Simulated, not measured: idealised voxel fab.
Process module, titled voxel self aligned contacts
Displayed cross-section: cut, width of 260 nm, square cells sized 5 nm.
When this document writes out a cross-section, it uses a grid of square cells and lists it as bands, beginning at the top and moving down, with a band standing for one or more rows of cells. Quick guide to a band line: top height, bottom height (nm) up front; then every material left to right with its width in nm. Only one material and it's marked "all across"? Then it fills the band edge to edge. And "empty" just means empty space. Height reference: 0 = level under which incoming wafer is all one material. Lowest band: no bottom, runs on downward, e.g. "from 0 down". When a width is written as two numbers, as in "30->40", the first number is the width in the top row of cells of the band and the second is the width in its bottom row, and the width changes by the same amount from each row to the next. "nothing was modified" -> step changed no cross-section cell. Reported under the label "Trapped void list" are the empty spaces having no open way to the top and comprising 8 cells or more; the notation for each is width x height at distance, in which the distance is measured from the left edge and all three values are in nm. Past the settings on a step's line: simulator remark, on that step. The optional step-line setting "overlay nm" applies to steps with a mask and quantifies how far to the right of its planned location the mask lay, a negative value indicating leftward placement. Structure of the following material. The material consists of pairs of cross-sections. Each pair comprises the cross-section before one process step and the cross-section after that step, the latter shown only down to the lowest band that changed. The step between the cross-sections is specified beneath each pair, including its settings. Pairs are not necessarily consecutive: they may derive from different runs of this module performed on the same starting wafer. Continuity with the pair above is to be assumed only where the entry headed "Before-step section" of the pair in question states it.
BEFORE-STEP SECTION
* from 45 to 40 | SiO2 105 nm, then TiN 45 nm, then SiO2 110 nm
* from 40 to 20 | SiN 85 nm, then SiO2 20 nm, then TiN 5 nm, then SiN 35 nm, then TiN 5 nm, then SiO2 20 nm, then SiN 90 nm
* from 20 to 0 | polySi 80 nm, then SiN 5 nm, then SiO2 20 nm, then TiN 5 nm, then SiN 5 nm, then polySi 25 nm, then SiN 5 nm, then TiN 5 nm, then SiO2 20 nm, then SiN 5 nm, then polySi 85 nm
* from 0 to -5 | SiO2 105 nm, then TiN 5 nm, then SiO2 35 nm, then TiN 5 nm, then SiO2 110 nm
* from -5 down | Si all across
* Trapped void list: none
STEP OUTCOME
* from 50 to 45 | SiCN all across
* Under the height 45 nothing was changed.
* Trapped void list: none
What process step lies between the two cross-sections above? op CONFORMAL_DEP | material SiCN | thk nm 5
